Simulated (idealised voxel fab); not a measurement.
Process module name: voxel spacer lines
We display cut, a cross-section 300 nm in width whose square cells are each 5 nm.
Bands, listed from the top down, are how a cross-section gets written in this document; the cross-section itself is a grid of square cells, and a band is one or more rows of them.
Band: top and bottom heights (nm) first, top before bottom; then materials from left to right, widths in nm. "full width" marks a sole material filling the band edge to edge. "blank" denotes empty space.
Height reference: 0 = level under which incoming wafer is all one material. Lowest band: no bottom, runs on downward, e.g. "0 nm and below".
Top row gets the first number, bottom row gets the second, and each row in between changes by the same step: that is how a band width like "30 to 40" works.
It should be understood that the words "stayed the same", when stated for a given step, signify that the cross-section underwent no change in any of its cells during that step.
Any empty space of 8 cells or more lacking an open way to the top shows up in "Closed empty spaces" as width x height at distance, distance from the left edge, in nm.
On a step's line, text after the settings is the simulator commenting on that step.
The setting "overlay nm" may be written on the line of a step. When the step uses a mask, the value reports how far to the right of the planned place the mask lay, and a negative value reports that it lay to the left.

So here's the lineup of process steps we planned:
1 RECEIVE | material Si
2 CONFORMAL_DEP | material Al2O3 | thk nm 10
3 DIRECTIONAL_DEP | material polySi | thk nm 15
4 DIRECTIONAL_DEP | material aC | thk nm 30
5 PATTERN | tone cover | mask id MANDREL | material resist | width nm 15 | pitch nm 50 | thk nm 40 | overlay nm 0
6 DIRECTIONAL_ETCH | etch materials aC | depth nm 30
7 STRIP | etch materials resist
8 CONFORMAL_DEP | material SiO2 | thk nm 10
9 DIRECTIONAL_ETCH | etch materials SiO2 | depth nm 10
10 STRIP | etch materials aC
11 DIRECTIONAL_ETCH | etch materials polySi | depth nm 15
12 STRIP | etch materials SiO2
The wafers are alike at the start. At step 5, their width nm differs. The plan lists the first wafer's value.

So this is the first of several wafers, cross-sectioned as it came to us, meaning it's at the end of step 1:
- 0 nm and below = Si full width
- Closed empty spaces: none

Basically each wafer gets a line in the table, showing it at the end of the module: material by material, the cells it gained (+) or lost (-) since we got it, then its closed voids:
width nm 15, +120 Al2O3, +24 polySi, Closed empty spaces: none
width nm 20, +120 Al2O3, +24 polySi, Closed empty spaces: none
width nm 25, +120 Al2O3, +24 polySi, Closed empty spaces: none
width nm 30, +120 Al2O3, +24 polySi, Closed empty spaces: none
